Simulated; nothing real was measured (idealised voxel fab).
Proc. module: voxel tone inversion
For reference, the cross-section in this document is cut, with width 165 nm and square cells of 5 nm.
Bands, listed from the top down, are how a cross-section gets written in this document; the cross-section itself is a grid of square cells, and a band is one or more rows of them. Heads up on the band format: heights come first, top then bottom, in nm. After that it's the materials left to right, each with its width in nm. A single material flagged "throughout" fills the whole band edge to edge, and "air" means there's empty space there. A quick word on heights: they are counted from 0, and under that level the wafer as it came to us is one material throughout. The lowest band is different from the rest in having no bottom; it simply continues downward, written as in "z 0 and below". Graded width ("30 to 40"): value in top row of band = first number; value in bottom row = second number; row-to-row change constant. Where the words "everything unchanged" appear for a step, the cross-section shows no cell changed by that step; every cell remained as before. Enclosed voids (no open way to top), threshold 8 cells or more, entry "Voids, fully enclosed", notation width x height at distance, distance from left edge, nm. If you see something after the settings on a step's line, that's the simulator's own remark about that step. You can add "overlay nm" to a step's line. For a step with a mask, it describes how far the mask lay to the right of its planned position, and a negative number describes a lay to the left.
[These are the steps we planned for the process]
1) RECEIVE, material Si
2) CONFORMAL_DEP, material SiCN, thk nm 10
3) DIRECTIONAL_DEP, material aC, thk nm 15
4) PATTERN, tone cover, mask id POSTS, material resist, width nm 15, pitch nm 40, thk nm 25, overlay nm 0
5) DIRECTIONAL_ETCH, etch materials aC, depth nm 15
6) STRIP, etch materials resist
7) FILL_DEP, material lowk, thk nm 10
8) CMP, height nm 25
9) STRIP, etch materials aC
[First of two wafers: run as planned]
[as received, after step 1]
- z 0 and below | Si throughout
- Voids, fully enclosed: none
[Sectional view: wafer, after step 2]
- z 10 to 0 | SiCN throughout
- Note: structure below 0 unchanged.
[Sectional view: wafer, after step 3]
- z 25 to 10 | aC throughout
- Note: structure below 10 unchanged.
[Sectional view: wafer, after step 4]
- z 50 to 25 | air=55; resist=15; air=25; resist=15; air=55
- Note: structure below 25 unchanged.
[Sectional view: wafer, after step 5]
- z 35 to 25 | air=55; resist=15; air=25; resist=15; air=55
- z 25 to 10 | air=55; aC=15; air=25; aC=15; air=55
- Note: structure below 10 unchanged.
[Sectional view: wafer, after step 6]
- z 25 to 10 | air=55; aC=15; air=25; aC=15; air=55
- Note: structure below 10 unchanged.
[Sectional view: wafer, after step 7]
- z 35 to 25 | lowk throughout
- z 25 to 10 | lowk=55; aC=15; lowk=25; aC=15; lowk=55
- Note: structure below 10 unchanged.
[Sectional view: wafer, after step 8]
- z 25 to 10 | lowk=55; aC=15; lowk=25; aC=15; lowk=55
- Note: structure below 10 unchanged.
[Sectional view: wafer, after step 9]
- z 25 to 10 | lowk=55; air=15; lowk=25; air=15; lowk=55
- Note: structure below 10 unchanged.
[Companion wafer, the second of two: same beginning, same intended sequence, one mistake in carrying it out; through step 3 inclusive it tracks the first exactly]
[Second wafer, cross-section, planned end of step 4]
- z 50 to 25 | air=55; resist=20; air=20; resist=20; air=50
- Note: structure below 25 unchanged.
[Second wafer, cross-section, planned end of step 5]
- z 35 to 25 | air=55; resist=20; air=20; resist=20; air=50
- z 25 to 10 | air=55; aC=20; air=20; aC=20; air=50
- Note: structure below 10 unchanged.
[Second wafer, cross-section, planned end of step 6]
- z 25 to 10 | air=55; aC=20; air=20; aC=20; air=50
- Note: structure below 10 unchanged.
[Second wafer, cross-section, planned end of step 7]
- z 35 to 25 | lowk throughout
- z 25 to 10 | lowk=55; aC=20; lowk=20; aC=20; lowk=50
- Note: structure below 10 unchanged.
[Second wafer, cross-section, planned end of step 8]
- z 25 to 10 | lowk=55; aC=20; lowk=20; aC=20; lowk=50
- Note: structure below 10 unchanged.
[Second wafer, cross-section, planned end of step 9]
- z 25 to 10 | lowk=55; air=20; lowk=20; air=20; lowk=50
- Note: structure below 10 unchanged.
Here's what went sideways: for step 4, the planned setting was not used; the step was instead run as PATTERN, tone cover, mask id POSTS, material resist, width nm 20, pitch nm 40, thk nm 25, overlay nm 0
Final cells, second wafer relative to first, materials higher or lower: -6 lowk
